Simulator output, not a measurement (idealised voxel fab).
Process module heading - voxel capacitor over wiring
Cross-sectional view cut (width: 300 nm; square cell size: 5 nm).
Format of a cross-section: grid, square cells. Given as bands. Order: top down. Band: one or more rows of cells.
For a band, the entry starts with two heights in nm, that of the top and then that of the bottom, and carries on with the band's materials in order from left to right, each alongside its width in nm; the word "throughout" beside a single material means it fills the band edge to edge, and "air" means empty space.
For the purposes of this specification, 0 denotes the height below which the wafer in its as-received condition is composed wholly of one material, and the lowermost band, lacking a lower limit, extends downward without end, as expressed in "0..down".
It should be noted that a width expressed as "30 to 40" varies in equal increments from row to row of cells within the band, taking the value of the first number at the top row and that of the second number at the bottom row.
"same as before" -> step changed no cross-section cell.
Heads up: "Enclosed void inventory" only lists the empty pockets with no open path to the top that are 8 cells or more, and it writes them as width x height at distance, distance from the left edge, in nm.
after a step's settings: what the simulator itself notes on the step
The optional step-line setting "overlay nm" applies to steps with a mask and quantifies how far to the right of its planned location the mask lay, a negative value indicating leftward placement.

**plan**
step 1: RECEIVE | material Si
step 2: CONFORMAL_DEP | material SiO2 | thk nm 10
step 3: CONFORMAL_DEP | material SiN | thk nm 5
step 4: DIRECTIONAL_DEP | material SiO2 | thk nm 15
step 5: PATTERN | tone open | mask id METAL_1 | material resist | width nm 25 | pitch nm 90 | thk nm 20 | overlay nm 0
step 6: DIRECTIONAL_ETCH | etch materials SiO2 | depth nm 15
step 7: DIRECTIONAL_ETCH | etch materials SiN | depth nm 5
step 8: STRIP | etch materials resist
step 9: CONFORMAL_DEP | material TiN | thk nm 5
step 10: FILL_DEP | material Cu | thk nm 5
step 11: CMP | height nm 30
step 12: CONFORMAL_DEP | material SiCN | thk nm 5
step 13: DIRECTIONAL_DEP | material lowk | thk nm 10
step 14: MASKED_ETCH | tone open | mask id PLUG_1 | width nm 15 | etch materials lowk | depth nm 10 | overlay nm 0
step 15: MASKED_ETCH | tone open | mask id PLUG_1 | width nm 15 | etch materials SiCN | depth nm 5 | overlay nm 0
step 16: EPI | material Ru | thk nm 10
step 17: EPI | material Ru | thk nm 5
step 18: DIRECTIONAL_DEP | material TiN | thk nm 5
step 19: DIRECTIONAL_DEP | material HfO2 | thk nm 5
step 20: DIRECTIONAL_DEP | material TiN | thk nm 5
step 21: PATTERN | tone cover | mask id UPPER_PLATE | material resist | width nm 70 | thk nm 15 | overlay nm 0
step 22: DIRECTIONAL_ETCH | etch materials TiN | depth nm 5
step 23: DIRECTIONAL_ETCH | etch materials HfO2 | depth nm 5
step 24: STRIP | etch materials resist
step 25: MASKED_ETCH | tone cover | mask id LOWER_PLATE | width nm 80 | etch materials TiN | depth nm 5 | overlay nm 0
step 26: FILL_DEP | material SiO2 | thk nm 20
step 27: CMP | height nm 75
step 28: MASKED_ETCH | tone open | mask id PLUG_2 | width nm 15 | etch materials SiO2 | depth nm 15 | overlay nm 0
step 29: CONFORMAL_DEP | material TiN | thk nm 5
step 30: FILL_DEP | material Cu | thk nm 5
step 31: CMP | height nm 75
step 32: CONFORMAL_DEP | material SiN | thk nm 5

**As received (post step 1): cross-section**
> 0..down: Si throughout
> Enclosed void inventory: none

**Run as planned - first of the two wafers cross-sectioned at the end of the module**
> 80..75: SiN throughout
> 75..65: 110 nm SiO2; 5 nm TiN; 5 nm Cu; 5 nm TiN; 175 nm SiO2
> 65..55: 110 to 100 nm SiO2; 15 to 70 nm TiN; 175 to 130 nm SiO2
> 55..50: 100 nm SiO2; 70 nm HfO2; 130 nm SiO2
> 50..45: 95 nm SiO2; 80 nm TiN; 125 nm SiO2
> 45..35: 100 nm lowk; 15 nm Ru; 185 nm lowk
> 35..30: 100 nm SiCN; 15 nm Ru; 185 nm SiCN
> 30..15: 90 nm SiO2; 5 nm TiN; 15 nm Cu; 5 nm TiN; 65 nm SiO2; 5 nm TiN; 15 nm Cu; 5 nm TiN; 95 nm SiO2
> 15..10: 90 nm SiN; 25 nm TiN; 65 nm SiN; 25 nm TiN; 95 nm SiN
> 10..0: SiO2 throughout
> 0..down: Si throughout
> Enclosed void inventory: none

**Second wafer of the two, sectioned at the end of the module. It began like the first and followed the same plan, but one mistake was made while running it**
> 80..75: SiN throughout
> 75..65: 110 to 100 nm SiO2; 15 to 70 nm TiN; 175 to 130 nm SiO2
> 65..60: 100 nm SiO2; 70 nm HfO2; 130 nm SiO2
> 60..55: 95 nm SiO2; 80 nm TiN; 125 nm SiO2
> 55..45: TiN throughout
> 45..35: 100 nm lowk; 15 nm Ru; 185 nm lowk
> 35..30: 100 nm SiCN; 15 nm Ru; 185 nm SiCN
> 30..15: 90 nm SiO2; 5 nm TiN; 15 nm Cu; 5 nm TiN; 65 nm SiO2; 5 nm TiN; 15 nm Cu; 5 nm TiN; 95 nm SiO2
> 15..10: 90 nm SiN; 25 nm TiN; 65 nm SiN; 25 nm TiN; 95 nm SiN
> 10..0: SiO2 throughout
> 0..down: Si throughout
> Enclosed void inventory: none
In executing the process, a mistake was made relative to the plan: step 18 went in with a setting other than planned; the actual run was DIRECTIONAL_DEP | material TiN | thk nm 15
Wafer comparison, final, in cells, second relative to first, materials more or fewer: Cu -2 | SiO2 -114 | TiN +116
